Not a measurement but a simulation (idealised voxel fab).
voxel gate over fins: a process module
We display cut, a cross-section 225 nm in width whose square cells are each 5 nm.
Bands, listed from the top down, are how a cross-section gets written in this document; the cross-section itself is a grid of square cells, and a band is one or more rows of them. Look at the band entry: it leads with the top's height and the bottom's height in nm. Then it lists the materials left to right, with a width in nm for each. The word "throughout" on a single material says that material fills the band edge to edge. The word "empty" is empty space. We count height from 0. Below that, the starting wafer is all one material. The lowest band never ends at the bottom but goes on down; see "0 -> down" for how that is written. Top row gets the first number, bottom row gets the second, and each row in between changes by the same step: that is how a band width like "30->40" works. Key: "no modifications" - step with no changed cell in the cross-section. Listed in "Enclosed voids": every empty space of 8 or more cells without an open way to the top. Form: width x height at distance, the distance being from the left edge, all in nm. Step line, after settings: the simulator's comment on this step. The optional step-line setting "overlay nm" applies to steps with a mask and quantifies how far to the right of its planned location the mask lay, a negative value indicating leftward placement.

## Process steps foreseen in the plan
1,RECEIVE [material Si]
2,CONFORMAL_DEP [material SiN] [thk nm 10]
3,MASKED_ETCH [tone cover] [mask id FINS] [width nm 15] [pitch nm 60] [etch materials SiN] [depth nm 10] [overlay nm 0]
4,MASKED_ETCH [tone cover] [mask id FINS] [width nm 15] [pitch nm 60] [etch materials Si] [depth nm 40] [overlay nm 0]
5,OXIDIZE [depth nm 5]
6,FILL_DEP [material SiO2] [thk nm 10]
7,CMP [height nm 10]
8,MASKED_ETCH [tone open] [mask id RAIL] [width nm 15] [etch materials SiO2] [depth nm 45] [overlay nm 0]
9,CONFORMAL_DEP [material TiN] [thk nm 5]
10,FILL_DEP [material W] [thk nm 10]
11,CMP [height nm 10]
12,SELECTIVE_ETCH [etch materials W Ru TiN] [depth nm 30]
13,FILL_DEP [material SiO2] [thk nm 5]
14,CMP [height nm 10]
15,SELECTIVE_ETCH [etch materials SiO2] [depth nm 20]
16,STRIP [etch materials SiN]
17,CONFORMAL_DEP [material HfO2] [thk nm 5]
18,CONFORMAL_DEP [material TiN] [thk nm 5]
19,FILL_DEP [material W] [thk nm 15]
20,CMP [height nm 20]
21,CONFORMAL_DEP [material SiCN] [thk nm 5]

## Concerning the first of two wafers, which was run in accordance with the plan

## So this is the incoming wafer in cross-section - it's already been through step 1
* 0 -> down = Si throughout
* Enclosed voids: none

## Presented here is a cross-section of the wafer after step 2 has been performed
* 10 -> 0 = SiN throughout
* Note: structure below 0 unchanged.

## Presented here is a cross-section of the wafer after step 3 has been performed
* 10 -> 0 = 45 empty, then 15 SiN, then 45 empty, then 15 SiN, then 45 empty, then 15 SiN, then 45 empty
* Note: structure below 0 unchanged.

## Presented here is a cross-section of the wafer after step 4 has been performed
* 10 -> 0 = 45 empty, then 15 SiN, then 45 empty, then 15 SiN, then 45 empty, then 15 SiN, then 45 empty
* 0 -> -40 = 45 empty, then 15 Si, then 45 empty, then 15 Si, then 45 empty, then 15 Si, then 45 empty
* Note: structure below -40 unchanged.

## Presented here is a cross-section of the wafer after step 5 has been performed
* 10 -> 0 = 45 empty, then 15 SiN, then 45 empty, then 15 SiN, then 45 empty, then 15 SiN, then 45 empty
* 0 -> -40 = 45 empty, then 5 SiO2, then 5 Si, then 5 SiO2, then 45 empty, then 5 SiO2, then 5 Si, then 5 SiO2, then 45 empty, then 5 SiO2, then 5 Si, then 5 SiO2, then 45 empty
* -40 -> -45 = 50 SiO2, then 5 Si, then 55 SiO2, then 5 Si, then 55 SiO2, then 5 Si, then 50 SiO2
* Note: structure below -45 unchanged.

## Presented here is a cross-section of the wafer after step 6 has been performed
* 20 -> 10 = SiO2 throughout
* 10 -> 0 = 45 SiO2, then 15 SiN, then 45 SiO2, then 15 SiN, then 45 SiO2, then 15 SiN, then 45 SiO2
* 0 -> -45 = 50 SiO2, then 5 Si, then 55 SiO2, then 5 Si, then 55 SiO2, then 5 Si, then 50 SiO2
* Note: structure below -45 unchanged.

## Presented here is a cross-section of the wafer after step 7 has been performed
* 10 -> 0 = 45 SiO2, then 15 SiN, then 45 SiO2, then 15 SiN, then 45 SiO2, then 15 SiN, then 45 SiO2
* Note: structure below 0 unchanged.

## Presented here is a cross-section of the wafer after step 8 has been performed
* 10 -> 0 = 45 SiO2, then 15 SiN, then 15 SiO2, then 15 empty, then 15 SiO2, then 15 SiN, then 45 SiO2, then 15 SiN, then 45 SiO2
* 0 -> -35 = 50 SiO2, then 5 Si, then 20 SiO2, then 15 empty, then 20 SiO2, then 5 Si, then 55 SiO2, then 5 Si, then 50 SiO2
* Note: structure below -35 unchanged.

## Presented here is a cross-section of the wafer after step 9 has been performed
* 15 -> 10 = 80 TiN, then 5 empty, then 140 TiN
* 10 -> 0 = 45 SiO2, then 15 SiN, then 15 SiO2, then 5 TiN, then 5 empty, then 5 TiN, then 15 SiO2, then 15 SiN, then 45 SiO2, then 15 SiN, then 45 SiO2
* 0 -> -30 = 50 SiO2, then 5 Si, then 20 SiO2, then 5 TiN, then 5 empty, then 5 TiN, then 20 SiO2, then 5 Si, then 55 SiO2, then 5 Si, then 50 SiO2
* -30 -> -35 = 50 SiO2, then 5 Si, then 20 SiO2, then 15 TiN, then 20 SiO2, then 5 Si, then 55 SiO2, then 5 Si, then 50 SiO2
* Note: structure below -35 unchanged.

## Presented here is a cross-section of the wafer after step 10 has been performed
* 25 -> 15 = W throughout
* 15 -> 10 = 80 TiN, then 5 W, then 140 TiN
* 10 -> 0 = 45 SiO2, then 15 SiN, then 15 SiO2, then 5 TiN, then 5 W, then 5 TiN, then 15 SiO2, then 15 SiN, then 45 SiO2, then 15 SiN, then 45 SiO2
* 0 -> -30 = 50 SiO2, then 5 Si, then 20 SiO2, then 5 TiN, then 5 W, then 5 TiN, then 20 SiO2, then 5 Si, then 55 SiO2, then 5 Si, then 50 SiO2
* Note: structure below -30 unchanged.

## Presented here is a cross-section of the wafer after step 11 has been performed
* 10 -> 0 = 45 SiO2, then 15 SiN, then 15 SiO2, then 5 TiN, then 5 W, then 5 TiN, then 15 SiO2, then 15 SiN, then 45 SiO2, then 15 SiN, then 45 SiO2
* Note: structure below 0 unchanged.

## Presented here is a cross-section of the wafer after step 12 has been performed
* 10 -> 0 = 45 SiO2, then 15 SiN, then 15 SiO2, then 15 empty, then 15 SiO2, then 15 SiN, then 45 SiO2, then 15 SiN, then 45 SiO2
* 0 -> -20 = 50 SiO2, then 5 Si, then 20 SiO2, then 15 empty, then 20 SiO2, then 5 Si, then 55 SiO2, then 5 Si, then 50 SiO2
* Note: structure below -20 unchanged.

## Presented here is a cross-section of the wafer after step 13 has been performed
* 15 -> 10 = SiO2 throughout
* 10 -> 0 = 45 SiO2, then 15 SiN, then 45 SiO2, then 15 SiN, then 45 SiO2, then 15 SiN, then 45 SiO2
* 0 -> -20 = 50 SiO2, then 5 Si, then 55 SiO2, then 5 Si, then 55 SiO2, then 5 Si, then 50 SiO2
* Note: structure below -20 unchanged.

## Presented here is a cross-section of the wafer after step 14 has been performed
* 10 -> 0 = 45 SiO2, then 15 SiN, then 45 SiO2, then 15 SiN, then 45 SiO2, then 15 SiN, then 45 SiO2
* Note: structure below 0 unchanged.

## Presented here is a cross-section of the wafer after step 15 has been performed
* 10 -> 0 = 45 empty, then 15 SiN, then 45 empty, then 15 SiN, then 45 empty, then 15 SiN, then 45 empty
* 0 -> -10 = 50 empty, then 5 Si, then 55 empty, then 5 Si, then 55 empty, then 5 Si, then 50 empty
* Note: structure below -10 unchanged.

## Presented here is a cross-section of the wafer after step 16 has been performed
* 0 -> -10 = 50 empty, then 5 Si, then 55 empty, then 5 Si, then 55 empty, then 5 Si, then 50 empty
* Note: structure below -10 unchanged.

## Presented here is a cross-section of the wafer after step 17 has been performed
* 5 -> 0 = 45 empty, then 15 HfO2, then 45 empty, then 15 HfO2, then 45 empty, then 15 HfO2, then 45 empty
* 0 -> -5 = 45 empty, then 5 HfO2, then 5 Si, then 5 HfO2, then 45 empty, then 5 HfO2, then 5 Si, then 5 HfO2, then 45 empty, then 5 HfO2, then 5 Si, then 5 HfO2, then 45 empty
* -5 -> -10 = 50 HfO2, then 5 Si, then 55 HfO2, then 5 Si, then 55 HfO2, then 5 Si, then 50 HfO2
* Note: structure below -10 unchanged.

## Presented here is a cross-section of the wafer after step 18 has been performed
* 10 -> 5 = 40 empty, then 25 TiN, then 35 empty, then 25 TiN, then 35 empty, then 25 TiN, then 40 empty
* 5 -> 0 = 40 empty, then 5 TiN, then 15 HfO2, then 5 TiN, then 35 empty, then 5 TiN, then 15 HfO2, then 5 TiN, then 35 empty, then 5 TiN, then 15 HfO2, then 5 TiN, then 40 empty
* 0 -> -5 = 45 TiN, then 5 HfO2, then 5 Si, then 5 HfO2, then 45 TiN, then 5 HfO2, then 5 Si, then 5 HfO2, then 45 TiN, then 5 HfO2, then 5 Si, then 5 HfO2, then 45 TiN
* Note: structure below -5 unchanged.

## Presented here is a cross-section of the wafer after step 19 has been performed
* 25 -> 10 = W throughout
* 10 -> 5 = 40 W, then 25 TiN, then 35 W, then 25 TiN, then 35 W, then 25 TiN, then 40 W
* 5 -> 0 = 40 W, then 5 TiN, then 15 HfO2, then 5 TiN, then 35 W, then 5 TiN, then 15 HfO2, then 5 TiN, then 35 W, then 5 TiN, then 15 HfO2, then 5 TiN, then 40 W
* Note: structure below 0 unchanged.

## Presented here is a cross-section of the wafer after step 20 has been performed
* 20 -> 10 = W throughout
* Note: structure below 10 unchanged.

## Presented here is a cross-section of the wafer after step 21 has been performed
* 25 -> 20 = SiCN throughout
* Note: structure below 20 unchanged.

## Wafer two of two - same starting point, same process plan, one mistake in execution; matches wafer one up to and including step 7

## Cross-section of the second wafer corresponding to the planned conclusion of step 8
* 10 -> 0 = 45 empty, then 15 SiN, then 15 empty, then 15 SiO2, then 15 empty, then 15 SiN, then 45 empty, then 15 SiN, then 45 empty
* 0 -> -35 = 45 empty, then 5 SiO2, then 5 Si, then 5 SiO2, then 15 empty, then 15 SiO2, then 15 empty, then 5 SiO2, then 5 Si, then 5 SiO2, then 45 empty, then 5 SiO2, then 5 Si, then 5 SiO2, then 45 empty
* Note: structure below -35 unchanged.

## Cross-section of the second wafer corresponding to the planned conclusion of step 9
* 15 -> 10 = 40 empty, then 25 TiN, then 5 empty, then 25 TiN, then 5 empty, then 25 TiN, then 35 empty, then 25 TiN, then 40 empty
* 10 -> 0 = 40 empty, then 5 TiN, then 15 SiN, then 5 TiN, then 5 empty, then 5 TiN, then 15 SiO2, then 5 TiN, then 5 empty, then 5 TiN, then 15 SiN, then 5 TiN, then 35 empty, then 5 TiN, then 15 SiN, then 5 TiN, then 40 empty
* 0 -> -30 = 40 empty, then 5 TiN, then 5 SiO2, then 5 Si, then 5 SiO2, then 5 TiN, then 5 empty, then 5 TiN, then 15 SiO2, then 5 TiN, then 5 empty, then 5 TiN, then 5 SiO2, then 5 Si, then 5 SiO2, then 5 TiN, then 35 empty, then 5 TiN, then 5 SiO2, then 5 Si, then 5 SiO2, then 5 TiN, then 40 empty
* -30 -> -35 = 45 TiN, then 5 SiO2, then 5 Si, then 5 SiO2, then 15 TiN, then 15 SiO2, then 15 TiN, then 5 SiO2, then 5 Si, then 5 SiO2, then 45 TiN, then 5 SiO2, then 5 Si, then 5 SiO2, then 45 TiN
* Note: structure below -35 unchanged.

## Cross-section of the second wafer corresponding to the planned conclusion of step 10
* 25 -> 15 = W throughout
* 15 -> 10 = 40 W, then 25 TiN, then 5 W, then 25 TiN, then 5 W, then 25 TiN, then 35 W, then 25 TiN, then 40 W
* 10 -> 0 = 40 W, then 5 TiN, then 15 SiN, then 5 TiN, then 5 W, then 5 TiN, then 15 SiO2, then 5 TiN, then 5 W, then 5 TiN, then 15 SiN, then 5 TiN, then 35 W, then 5 TiN, then 15 SiN, then 5 TiN, then 40 W
* 0 -> -30 = 40 W, then 5 TiN, then 5 SiO2, then 5 Si, then 5 SiO2, then 5 TiN, then 5 W, then 5 TiN, then 15 SiO2, then 5 TiN, then 5 W, then 5 TiN, then 5 SiO2, then 5 Si, then 5 SiO2, then 5 TiN, then 35 W, then 5 TiN, then 5 SiO2, then 5 Si, then 5 SiO2, then 5 TiN, then 40 W
* Note: structure below -30 unchanged.

## Cross-section of the second wafer corresponding to the planned conclusion of step 11
* 10 -> 0 = 40 W, then 5 TiN, then 15 SiN, then 5 TiN, then 5 W, then 5 TiN, then 15 SiO2, then 5 TiN, then 5 W, then 5 TiN, then 15 SiN, then 5 TiN, then 35 W, then 5 TiN, then 15 SiN, then 5 TiN, then 40 W
* Note: structure below 0 unchanged.

## Cross-section of the second wafer corresponding to the planned conclusion of step 12
* 10 -> 0 = 45 empty, then 15 SiN, then 15 empty, then 15 SiO2, then 15 empty, then 15 SiN, then 45 empty, then 15 SiN, then 45 empty
* 0 -> -20 = 45 empty, then 5 SiO2, then 5 Si, then 5 SiO2, then 15 empty, then 15 SiO2, then 15 empty, then 5 SiO2, then 5 Si, then 5 SiO2, then 45 empty, then 5 SiO2, then 5 Si, then 5 SiO2, then 45 empty
* Note: structure below -20 unchanged.

## Cross-section of the second wafer corresponding to the planned conclusion of step 13
* 15 -> 10 = SiO2 throughout
* 10 -> 0 = 45 SiO2, then 15 SiN, then 45 SiO2, then 15 SiN, then 45 SiO2, then 15 SiN, then 45 SiO2
* 0 -> -20 = 50 SiO2, then 5 Si, then 55 SiO2, then 5 Si, then 55 SiO2, then 5 Si, then 50 SiO2
* Note: structure below -20 unchanged.

## Cross-section of the second wafer corresponding to the planned conclusion of step 14
* 10 -> 0 = 45 SiO2, then 15 SiN, then 45 SiO2, then 15 SiN, then 45 SiO2, then 15 SiN, then 45 SiO2
* Note: structure below 0 unchanged.

## Cross-section of the second wafer corresponding to the planned conclusion of step 15
* 10 -> 0 = 45 empty, then 15 SiN, then 45 empty, then 15 SiN, then 45 empty, then 15 SiN, then 45 empty
* 0 -> -10 = 50 empty, then 5 Si, then 55 empty, then 5 Si, then 55 empty, then 5 Si, then 50 empty
* Note: structure below -10 unchanged.

## Cross-section of the second wafer corresponding to the planned conclusion of step 16
* 0 -> -10 = 50 empty, then 5 Si, then 55 empty, then 5 Si, then 55 empty, then 5 Si, then 50 empty
* Note: structure below -10 unchanged.

## Cross-section of the second wafer corresponding to the planned conclusion of step 17
* 5 -> 0 = 45 empty, then 15 HfO2, then 45 empty, then 15 HfO2, then 45 empty, then 15 HfO2, then 45 empty
* 0 -> -5 = 45 empty, then 5 HfO2, then 5 Si, then 5 HfO2, then 45 empty, then 5 HfO2, then 5 Si, then 5 HfO2, then 45 empty, then 5 HfO2, then 5 Si, then 5 HfO2, then 45 empty
* -5 -> -10 = 50 HfO2, then 5 Si, then 55 HfO2, then 5 Si, then 55 HfO2, then 5 Si, then 50 HfO2
* Note: structure below -10 unchanged.

## Cross-section of the second wafer corresponding to the planned conclusion of step 18
* 10 -> 5 = 40 empty, then 25 TiN, then 35 empty, then 25 TiN, then 35 empty, then 25 TiN, then 40 empty
* 5 -> 0 = 40 empty, then 5 TiN, then 15 HfO2, then 5 TiN, then 35 empty, then 5 TiN, then 15 HfO2, then 5 TiN, then 35 empty, then 5 TiN, then 15 HfO2, then 5 TiN, then 40 empty
* 0 -> -5 = 45 TiN, then 5 HfO2, then 5 Si, then 5 HfO2, then 45 TiN, then 5 HfO2, then 5 Si, then 5 HfO2, then 45 TiN, then 5 HfO2, then 5 Si, then 5 HfO2, then 45 TiN
* Note: structure below -5 unchanged.

## Cross-section of the second wafer corresponding to the planned conclusion of step 19
* 25 -> 10 = W throughout
* 10 -> 5 = 40 W, then 25 TiN, then 35 W, then 25 TiN, then 35 W, then 25 TiN, then 40 W
* 5 -> 0 = 40 W, then 5 TiN, then 15 HfO2, then 5 TiN, then 35 W, then 5 TiN, then 15 HfO2, then 5 TiN, then 35 W, then 5 TiN, then 15 HfO2, then 5 TiN, then 40 W
* Note: structure below 0 unchanged.

## Cross-section of the second wafer corresponding to the planned conclusion of step 20
* 20 -> 10 = W throughout
* Note: structure below 10 unchanged.

## Cross-section of the second wafer corresponding to the planned conclusion of step 21
* 25 -> 20 = SiCN throughout
* Note: structure below 20 unchanged.
What was done differently from what was planned? the process deviated at step 8: the operation and settings actually run there were MASKED_ETCH [tone cover] [mask id RAIL] [width nm 15] [etch materials SiO2] [depth nm 45] [overlay nm 0]
Cell-count delta at end, second wafer over first, by material: -90 SiO2, +42 TiN, +48 W
